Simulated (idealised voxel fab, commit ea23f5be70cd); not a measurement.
The process module presented herein is designated voxel ribs on slabs.
Square cells of 5 nm make up the cross-section cut, whose width is 150 nm.
Cross-section spec: square-cell grid; bands listed top down; each band is one or more rows. For a band, the entry starts with two heights in nm, that of the top and then that of the bottom, and carries on with the band's materials in order from left to right, each alongside its width in nm; the word "all across" beside a single material means it fills the band edge to edge, and "air" means empty space. Convention: height 0 is the level below which the wafer, as received, is all one material. The lowest band does not terminate at the bottom but continues downward, represented as "top 0, no bottom". It should be noted that a width expressed as "30..40" varies in equal increments from row to row of cells within the band, taking the value of the first number at the top row and that of the second number at the bottom row. "no alteration" for a step: no cell of the cross-section changed in that step. "Trapped voids" specifies each empty space that is not open to the top and that occupies no fewer than 8 cells, using the form width x height at distance, the distance measured from the left edge and all three quantities in nm. What comes after the settings on a step's line is commentary from the simulator itself on that step. The optional step-line setting "overlay nm" applies to steps with a mask and quantifies how far to the right of its planned location the mask lay, a negative value indicating leftward placement.

[Planned process steps]
1 RECEIVE: material Si
2 DIRECTIONAL_DEP: material SiO2, thk nm 30
3 DIRECTIONAL_DEP: material SiN, thk nm 15
4 MASKED_ETCH: tone cover, mask id RIB, width nm 30, etch materials SiN, depth nm 5, overlay nm 0
5 PATTERN: tone cover, mask id SLAB, material resist, width nm 60, thk nm 20, overlay nm 0
6 DIRECTIONAL_ETCH: etch materials SiN, depth nm 10
7 STRIP: etch materials resist
8 FILL_DEP: material SiO2, thk nm 20
9 CMP: height nm 55
10 DIRECTIONAL_DEP: material TiN, thk nm 10
11 MASKED_ETCH: tone cover, mask id HEATER, width nm 40, etch materials TiN, depth nm 10, overlay nm 0
12 CONFORMAL_DEP: material SiO2, thk nm 5

[Wafer as received: cross-section following step 1]
top 0, no bottom | Si all across
Trapped voids: none

[Cross-sectional view of the first of the two wafers upon completion of the module, processed in accordance with the plan]
top 70, bottom 65 | air 50 | SiO2 50 | air 50
top 65, bottom 60 | air 50 | SiO2 5 | TiN 40 | SiO2 5 | air 50
top 60, bottom 55 | SiO2 55 | TiN 40 | SiO2 55
top 55, bottom 45 | SiO2 all across
top 45, bottom 40 | SiO2 60 | SiN 30 | SiO2 60
top 40, bottom 30 | SiO2 45 | SiN 60 | SiO2 45
top 30, bottom 0 | SiO2 all across
top 0, no bottom | Si all across
Trapped voids: none

[Second wafer through the module, sectioned at the end: same beginning and same plan as the first wafer, with one mistake in carrying it out]
top 70, bottom 65 | air 50 | SiO2 50 | air 50
top 65, bottom 60 | air 50 | SiO2 5 | TiN 40 | SiO2 5 | air 50
top 60, bottom 55 | SiO2 55 | TiN 40 | SiO2 55
top 55, bottom 15 | SiO2 all across
top 15, bottom 0 | SiN all across
top 0, no bottom | Si all across
Trapped voids: none
Nonconformance to the process plan: sequence error: steps 2 and 3 interchanged
Upon completion, the second wafer contains, in terms of cells, a greater or smaller amount of certain materials than the first wafer: SiN +60; SiO2 -60
